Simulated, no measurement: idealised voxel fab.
Presented below is a process module, voxel released beams.
cross-section cut | 215 nm wide | cells 5 nm
Square cells in a grid make up a cross-section in this document, and the grid is given as bands, listed from the top down, each one or more rows of cells.
Each band's line starts with the height of the band's top and of its bottom, in nm. Then come its materials from left to right, each with its width in nm. One material with "all across" fills the band from edge to edge. "empty" is empty space.
For the purposes of this specification, 0 denotes the height below which the wafer in its as-received condition is composed wholly of one material, and the lowermost band, lacking a lower limit, extends downward without end, as expressed in "from 0 down".
A width such as "30 to 40" changes by the same amount from each row of cells to the next, from the band's top row to its bottom row.
For the purposes of this document, the phrase "nothing was modified" attached to a step denotes that no cell within the cross-section was modified by that step.
"Fully enclosed voids" means: voids of 8 cells or more that are shut off from the top with no open way through. Written width x height at distance, distance from the left edge, in nm.
Anything after a step's settings on that line? It's the simulator's own note about the step.
"overlay nm", when on a step's line for a step with a mask, measures how far to the right of its planned place the mask lay; a negative measure means to the left.

## This section lists the process steps that were planned
1. op RECEIVE | material Si
2. op CONFORMAL_DEP | material SiN | thk nm 10
3. op DIRECTIONAL_DEP | material SiO2 | thk nm 10
4. op DIRECTIONAL_DEP | material aC | thk nm 10
5. op PATTERN | tone open | mask id ANCHOR | material resist | width nm 40 | thk nm 25 | overlay nm 0
6. op DIRECTIONAL_ETCH | etch materials aC | depth nm 10
7. op STRIP | etch materials resist
8. op DIRECTIONAL_ETCH | etch materials SiO2 | depth nm 10
9. op STRIP | etch materials aC
10. op CONFORMAL_DEP | material polySi | thk nm 15
11. op MASKED_ETCH | tone cover | mask id BEAM | width nm 100 | etch materials polySi | depth nm 15 | overlay nm -15
12. op STRIP | etch materials SiO2
For this document, wafers share an identical start and vary in the step 11 overlay nm; the plan quotes the first wafer's value.

## The as-received cross-section of the first of several wafers corresponds to the state after step 1
from 0 down  Si all across
Fully enclosed voids: none

## The cross-section of the first of several wafers is given below for the end of the module, after its final step, step 12
from 35 to 25  empty 40 nm  polySi 35 nm  empty 10 nm  polySi 55 nm  empty 75 nm
from 25 to 20  empty 40 nm  polySi 100 nm  empty 75 nm
from 20 to 10  empty 60 nm  polySi 40 nm  empty 115 nm
from 10 to 0  SiN all across
from 0 down  Si all across
Fully enclosed voids: none

## Of the several wafers, the last: cross-section at the end of the module
from 35 to 25  empty 70 nm  polySi 5 nm  empty 10 nm  polySi 85 nm  empty 45 nm
from 25 to 20  empty 70 nm  polySi 100 nm  empty 45 nm
from 20 to 10  empty 60 nm  polySi 40 nm  empty 115 nm
from 10 to 0  SiN all across
from 0 down  Si all across
Fully enclosed voids: none

## Per wafer, end of module: cells gained (+) or lost (-) per material since receipt, then closed voids
overlay nm -15 | +86 SiN | +72 polySi | Fully enclosed voids: none
overlay nm -10 | +86 SiN | +72 polySi | Fully enclosed voids: none
overlay nm -5 | +86 SiN | +72 polySi | Fully enclosed voids: none
overlay nm 0 | +86 SiN | +72 polySi | Fully enclosed voids: none
overlay nm 5 | +86 SiN | +72 polySi | Fully enclosed voids: none
overlay nm 10 | +86 SiN | +72 polySi | Fully enclosed voids: none
overlay nm 15 | +86 SiN | +72 polySi | Fully enclosed voids: none
